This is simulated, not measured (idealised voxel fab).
The process module presented herein is designated voxel wiring stack.
Cross-section cut spans 250 nm and uses square cells 5 nm in size.
How to read a cross-section here: the picture is a grid of square cells, written as bands going from the top down, and any band can span one or more rows of cells.
The entry gives the band's vertical extent as a top height and a bottom height in nm, then its horizontal make-up as materials from left to right, each with a width in nm. "blank" stands for empty space; a single material marked "throughout" fills the band edge to edge.
Beneath 0, the wafer as received is one material, and that level is where height counting begins. The lowest band goes on downward without a bottom; it is written like "0 down".
The notation "30->40" denotes a width that varies across the rows of cells in the band, beginning at the first number in the top row, finishing at the second number in the bottom row, and changing by an identical amount from each row to the next.
Basically "nothing got changed" means that step didn't change any cell in the cross-section.
You'll see "Entrapped void list" listing empty spaces that have no way open to the top, as long as they're 8 cells or more; the notation is width x height at distance, where the distance is from the left edge, and all of it is in nm.
Text after the settings on a step's line: the simulator's own remark on that step.
Regarding "overlay nm": on a step with a mask, it is the distance the mask lay to the right of its planned place; a negative value places it to the left.

Set out below are the planned steps of the process:
- 1: RECEIVE: material Si
- 2: CONFORMAL_DEP: material SiO2, thk nm 10
- 3: CONFORMAL_DEP: material SiN, thk nm 5
- 4: DIRECTIONAL_DEP: material SiO2, thk nm 20
- 5: DIRECTIONAL_DEP: material aC, thk nm 10
- 6: PATTERN: tone open, mask id METAL_1, material resist, width nm 20, pitch nm 40, thk nm 25, overlay nm 0
- 7: DIRECTIONAL_ETCH: etch materials aC, depth nm 10
- 8: STRIP: etch materials resist
- 9: DIRECTIONAL_ETCH: etch materials SiO2, depth nm 20
- 10: DIRECTIONAL_ETCH: etch materials SiN, depth nm 5
- 11: STRIP: etch materials aC
- 12: CONFORMAL_DEP: material TiN, thk nm 5
- 13: FILL_DEP: material Cu, thk nm 5
- 14: CMP: height nm 35
- 15: CONFORMAL_DEP: material SiCN, thk nm 5
- 16: DIRECTIONAL_DEP: material lowk, thk nm 30
- 17: MASKED_ETCH: tone open, mask id METAL_2, width nm 20, pitch nm 40, etch materials lowk, depth nm 20, overlay nm 0
- 18: PATTERN: tone open, mask id METAL_2_HOLES, material resist, width nm 15, pitch nm 40, thk nm 20, overlay nm 0
- 19: DIRECTIONAL_ETCH: etch materials lowk, depth nm 10
- 20: DIRECTIONAL_ETCH: etch materials SiCN, depth nm 5
- 21: STRIP: etch materials resist
- 22: CONFORMAL_DEP: material TiN, thk nm 5
- 23: FILL_DEP: material Cu, thk nm 10
- 24: CMP: height nm 70
- 25: CONFORMAL_DEP: material SiCN, thk nm 5
- 26: DIRECTIONAL_DEP: material lowk, thk nm 10
- 27: DIRECTIONAL_DEP: material aC, thk nm 15
- 28: PATTERN: tone open, mask id PLUG_2, material resist, width nm 15, thk nm 35, overlay nm 0
- 29: DIRECTIONAL_ETCH: etch materials aC, depth nm 15
- 30: STRIP: etch materials resist
- 31: DIRECTIONAL_ETCH: etch materials lowk, depth nm 10
- 32: DIRECTIONAL_ETCH: etch materials SiCN, depth nm 5
- 33: STRIP: etch materials aC
- 34: EPI: material Ru, thk nm 10
- 35: EPI: material Ru, thk nm 5
- 36: CONFORMAL_DEP: material SiCN, thk nm 5
- 37: DIRECTIONAL_DEP: material lowk, thk nm 20
- 38: PATTERN: tone open, mask id METAL_3, material resist, width nm 20, pitch nm 40, thk nm 15, overlay nm 0
- 39: DIRECTIONAL_ETCH: etch materials lowk, depth nm 20
- 40: DIRECTIONAL_ETCH: etch materials SiCN, depth nm 5
- 41: STRIP: etch materials resist
- 42: CONFORMAL_DEP: material TiN, thk nm 5
- 43: FILL_DEP: material Cu, thk nm 5
- 44: CMP: height nm 110
- 45: EPI: material Ru, thk nm 5
- 46: FILL_DEP: material SiCN, thk nm 5
- 47: DIRECTIONAL_DEP: material SiO2, thk nm 10
- 48: DIRECTIONAL_DEP: material aC, thk nm 10
- 49: PATTERN: tone open, mask id PLUG_3, material resist, width nm 15, pitch nm 40, thk nm 30, overlay nm 0
- 50: DIRECTIONAL_ETCH: etch materials aC, depth nm 10
- 51: STRIP: etch materials resist
- 52: DIRECTIONAL_ETCH: etch materials SiO2, depth nm 10
- 53: DIRECTIONAL_ETCH: etch materials SiCN, depth nm 5
- 54: STRIP: etch materials aC
- 55: EPI: material Ru, thk nm 10
- 56: EPI: material Ru, thk nm 5
- 57: CONFORMAL_DEP: material SiN, thk nm 5
- 58: DIRECTIONAL_DEP: material SiO2, thk nm 15
- 59: MASKED_ETCH: tone open, mask id METAL_4, width nm 20, pitch nm 40, etch materials SiO2, depth nm 15, overlay nm 0
- 60: MASKED_ETCH: tone open, mask id METAL_4, width nm 20, pitch nm 40, etch materials SiN, depth nm 5, overlay nm 0
- 61: CONFORMAL_DEP: material TiN, thk nm 5
- 62: FILL_DEP: material W, thk nm 10
- 63: CMP: height nm 150
- 64: EPI: material Ru, thk nm 5
- 65: FILL_DEP: material SiCN, thk nm 5

Cross-section of the wafer at receipt, which is the condition after step 1:
	0 down: Si throughout
	Entrapped void list: none

The first of two wafers, cross-sectioned at the end of the module, with the run proceeding as planned:
	160 to 155: SiCN throughout
	155 to 150: SiCN 90 | Ru 30 | SiCN 10 | Ru 30 | SiCN 90
	150 to 135: SiO2 95 | TiN 5 | W 10 | TiN 5 | SiO2 20 | TiN 5 | W 10 | TiN 5 | SiO2 95
	135 to 130: SiN 95 | TiN 20 | SiN 20 | TiN 20 | SiN 95
	130 to 120: SiO2 95 | Ru 15 | SiO2 25 | Ru 15 | SiO2 100
	120 to 110: SiCN 95->90 | Ru 15->30 | SiCN 25->10 | Ru 15->30 | SiCN 100->90
	110 to 90: lowk 95 | TiN 5 | Cu 10 | TiN 5 | lowk 20 | TiN 5 | Cu 10 | TiN 5 | lowk 95
	90 to 85: SiCN 95 | TiN 20 | SiCN 20 | TiN 20 | SiCN 95
	85 to 75: lowk 95 | Ru 15 | lowk 140
	75 to 70: SiCN 95 | Ru 15 | SiCN 140
	70 to 55: lowk 95 | TiN 5 | Cu 10 | TiN 5 | lowk 20 | TiN 5 | Cu 10 | TiN 5 | lowk 95
	55 to 50: lowk 95 | TiN 5 | Cu 5 | TiN 10 | lowk 20 | TiN 5 | Cu 5 | TiN 10 | lowk 95
	50 to 40: lowk 95 | TiN 5 | Cu 5 | TiN 5 | lowk 25 | TiN 5 | Cu 5 | TiN 5 | lowk 100
	40 to 35: SiCN 95 | TiN 15 | SiCN 25 | TiN 15 | SiCN 100
	35 to 15: SiO2 95 | TiN 5 | Cu 10 | TiN 5 | SiO2 20 | TiN 5 | Cu 10 | TiN 5 | SiO2 95
	15 to 10: SiN 95 | TiN 20 | SiN 20 | TiN 20 | SiN 95
	10 to 0: SiO2 throughout
	0 down: Si throughout
	Entrapped void list: none

Cross-section at end of module for the second wafer of two, which matched the first in starting point and plan and differed by one mistake in its processing:
	160 to 155: SiCN throughout
	155 to 150: SiCN 90 | Ru 30 | SiCN 10 | Ru 30 | SiCN 90
	150 to 145: SiO2 95 | TiN 5 | W 10 | TiN 5 | SiO2 20 | TiN 5 | W 10 | TiN 5 | SiO2 95
	145 to 140: SiO2 80 | SiN 15 | TiN 20 | SiN 20 | TiN 20 | SiN 10 | SiO2 85
	140 to 135: SiO2 80 | SiN 5 | Ru 35 | SiN 5 | Ru 35 | SiN 5 | SiO2 85
	135 to 130: SiN 85 | Ru 35 | SiN 5 | Ru 35 | SiN 90
	130 to 120: SiO2 95 | Ru 15 | SiO2 25 | Ru 15 | SiO2 100
	120 to 110: SiCN 95->90 | Ru 15->30 | SiCN 25->10 | Ru 15->30 | SiCN 100->90
	110 to 90: lowk 95 | TiN 5 | Cu 10 | TiN 5 | lowk 20 | TiN 5 | Cu 10 | TiN 5 | lowk 95
	90 to 85: SiCN 95 | TiN 20 | SiCN 20 | TiN 20 | SiCN 95
	85 to 75: lowk 95 | Ru 15 | lowk 140
	75 to 70: SiCN 95 | Ru 15 | SiCN 140
	70 to 55: lowk 95 | TiN 5 | Cu 10 | TiN 5 | lowk 20 | TiN 5 | Cu 10 | TiN 5 | lowk 95
	55 to 50: lowk 95 | TiN 5 | Cu 5 | TiN 10 | lowk 20 | TiN 5 | Cu 5 | TiN 10 | lowk 95
	50 to 40: lowk 95 | TiN 5 | Cu 5 | TiN 5 | lowk 25 | TiN 5 | Cu 5 | TiN 5 | lowk 100
	40 to 35: SiCN 95 | TiN 15 | SiCN 25 | TiN 15 | SiCN 100
	35 to 15: SiO2 95 | TiN 5 | Cu 10 | TiN 5 | SiO2 20 | TiN 5 | Cu 10 | TiN 5 | SiO2 95
	15 to 10: SiN 95 | TiN 20 | SiN 20 | TiN 20 | SiN 95
	10 to 0: SiO2 throughout
	0 down: Si throughout
	Entrapped void list: none
Diagnosis: heads up, step 55 of the plan got done twice
Per the end-of-run cell counts, the second wafer holds more or fewer of some materials than the first: Ru: 28 more; SiN: 6 more; SiO2: 18 fewer; TiN: 8 fewer; W: 8 fewer
